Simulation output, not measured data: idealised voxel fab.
Process module name: voxel released beams
230 nm wide, 5 nm square cells: that's cross-section cut.
Heads up, the way a cross-section reads in here is a grid of square cells, handed over as bands from the top down, with every band being one or more rows of cells.
Within each band entry, the heights of the top and of the bottom of the band appear first, in that order and in nm; the materials of the band then follow from left to right, each with its corresponding width in nm. The designation "throughout" on a single material indicates that it fills the band from edge to edge; the designation "blank" indicates empty space.
A quick word on heights: they are counted from 0, and under that level the wafer as it came to us is one material throughout. The lowest band is different from the rest in having no bottom; it simply continues downward, written as in "0 -> down".
The notation "30 to 40" denotes a width that varies across the rows of cells in the band, beginning at the first number in the top row, finishing at the second number in the bottom row, and changing by an identical amount from each row to the next.
Any step labelled "remained the same" changed none of the cells in the cross-section.
Look at "Voids, fully enclosed" for the closed voids: empty spaces with no open path to the top, sized 8 cells or up. Each is width x height at distance, distance from the left edge, all nm.
Past the settings on a step's line: simulator remark, on that step.
"overlay nm" denotes, for a step that has a mask, the displacement of the mask to the right of its planned place, with negative values corresponding to the left.
[This section lists the process steps that were planned]
1. RECEIVE with material Si
2. CONFORMAL_DEP with material SiN, thk nm 10
3. DIRECTIONAL_DEP with material SiO2, thk nm 20
4. PATTERN with tone open, mask id ANCHOR, material resist, width nm 15, thk nm 15, overlay nm 0
5. DIRECTIONAL_ETCH with etch materials SiO2, depth nm 20
6. STRIP with etch materials resist
7. CONFORMAL_DEP with material polySi, thk nm 10
8. PATTERN with tone cover, mask id BEAM, material resist, width nm 90, thk nm 20, overlay nm 0
9. DIRECTIONAL_ETCH with etch materials polySi, depth nm 10
10. STRIP with etch materials resist
11. STRIP with etch materials SiO2
For this document, wafers share an identical start and vary in the step 4 width nm; the plan quotes the first wafer's value.
[The first of several wafers, as received after step 1, seen in section]
* 0 -> down = Si throughout
* Voids, fully enclosed: none
[End-of-module cross-section, first of several wafers, after last step 11]
* 40 -> 30 = blank=65; polySi=90; blank=75
* 30 -> 10 = blank=75; polySi=15; blank=140
* 10 -> 0 = SiN throughout
* 0 -> down = Si throughout
* Voids, fully enclosed: none
[The final wafer, sectioned at module end]
* 40 -> 30 = blank=65; polySi=10; blank=20; polySi=60; blank=75
* 30 -> 20 = blank=65; polySi=10; blank=20; polySi=10; blank=125
* 20 -> 10 = blank=65; polySi=40; blank=125
* 10 -> 0 = SiN throughout
* 0 -> down = Si throughout
* Voids, fully enclosed: none
[Gained (+) or lost (-) cells of each material since receipt, then closed voids: one row per wafer, at the end of the module]
width nm 15; +92 SiN; +48 polySi; Voids, fully enclosed: none
width nm 20; +92 SiN; +52 polySi; Voids, fully enclosed: none
width nm 25; +92 SiN; +52 polySi; Voids, fully enclosed: none
width nm 30; +92 SiN; +52 polySi; Voids, fully enclosed: none
width nm 35; +92 SiN; +52 polySi; Voids, fully enclosed: none
width nm 40; +92 SiN; +52 polySi; Voids, fully enclosed: none
